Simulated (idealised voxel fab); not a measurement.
Process module in this document: voxel trench capacitor
cross-section cut | 275 nm wide | cells 5 nm
Bands, listed from the top down, are how a cross-section gets written in this document; the cross-section itself is a grid of square cells, and a band is one or more rows of them. What a band's entry tells you: where the top is and where the bottom is, as heights in nm, and after that what lies inside, material by material from left to right, each with its width in nm. Empty space is written as the word "blank", and a single material marked with the word "all across" occupies the band from edge to edge. Basically, 0 is our baseline, since under it the wafer straight out of the box is all one material. The bottom band has no lower end and keeps on going down, so it looks like "0 down". Width spec "30 to 40" -> top row of cells at first value, bottom row at second value, equal per-row change in between. "no alteration" -> step changed no cross-section cell. "Unvented cavities" means: voids of 8 cells or more that are shut off from the top with no open way through. Written width x height at distance, distance from the left edge, in nm. Where a step's line continues beyond its settings, the continuation is a remark by the simulator itself on that step. overlay nm: right-of-plan distance of the mask on a masked step; negative values mean left-of-plan.

This section lists the process steps that were planned:
- 1: RECEIVE | material Si
- 2: CONFORMAL_DEP | material SiN | thk nm 10
- 3: PATTERN | tone open | mask id TRENCH | material resist | width nm 20 | pitch nm 50 | thk nm 15 | overlay nm 0
- 4: DIRECTIONAL_ETCH | etch materials SiN | depth nm 10
- 5: DIRECTIONAL_ETCH | etch materials Si | depth nm 30
- 6: STRIP | etch materials resist
- 7: CONFORMAL_DEP | material Al2O3 | thk nm 5
- 8: FILL_DEP | material polySi | thk nm 10
- 9: CMP | height nm 10

Wafer cross-section on receipt, i.e. after step 1:
	0 down  Si all across
	Unvented cavities: none

Cross-sectional image of the first of two wafers at the end of the module, the run having proceeded as planned:
	10 to 0  SiN=100 / Al2O3=5 / polySi=10 / Al2O3=5 / SiN=30 / Al2O3=5 / polySi=10 / Al2O3=5 / SiN=105
	0 to -25  Si=100 / Al2O3=5 / polySi=10 / Al2O3=5 / Si=30 / Al2O3=5 / polySi=10 / Al2O3=5 / Si=105
	-25 to -30  Si=100 / Al2O3=20 / Si=30 / Al2O3=20 / Si=105
	-30 down  Si all across
	Unvented cavities: none

Presented here is a cross-section of the second of the two wafers as it stood at the end of the module. It was started in the same manner and assigned the same plan as the first wafer; however, one mistake was made in its execution:
	10 to 0  SiN=105 / Al2O3=5 / polySi=5 / Al2O3=5 / SiN=35 / Al2O3=5 / polySi=5 / Al2O3=5 / SiN=105
	0 to -25  Si=105 / Al2O3=5 / polySi=5 / Al2O3=5 / Si=35 / Al2O3=5 / polySi=5 / Al2O3=5 / Si=105
	-25 to -30  Si=105 / Al2O3=15 / Si=35 / Al2O3=15 / Si=105
	-30 down  Si all across
	Unvented cavities: none
Which mistake was made when the wafer was run? off-plan run, step 3, actual operation and settings PATTERN | tone open | mask id TRENCH | material resist | width nm 15 | pitch nm 50 | thk nm 15 | overlay nm 0
The closing comparison, in cells, has the second wafer with more or fewer of some materials than the first: Al2O3 -2, Si +12, SiN +4, polySi -14
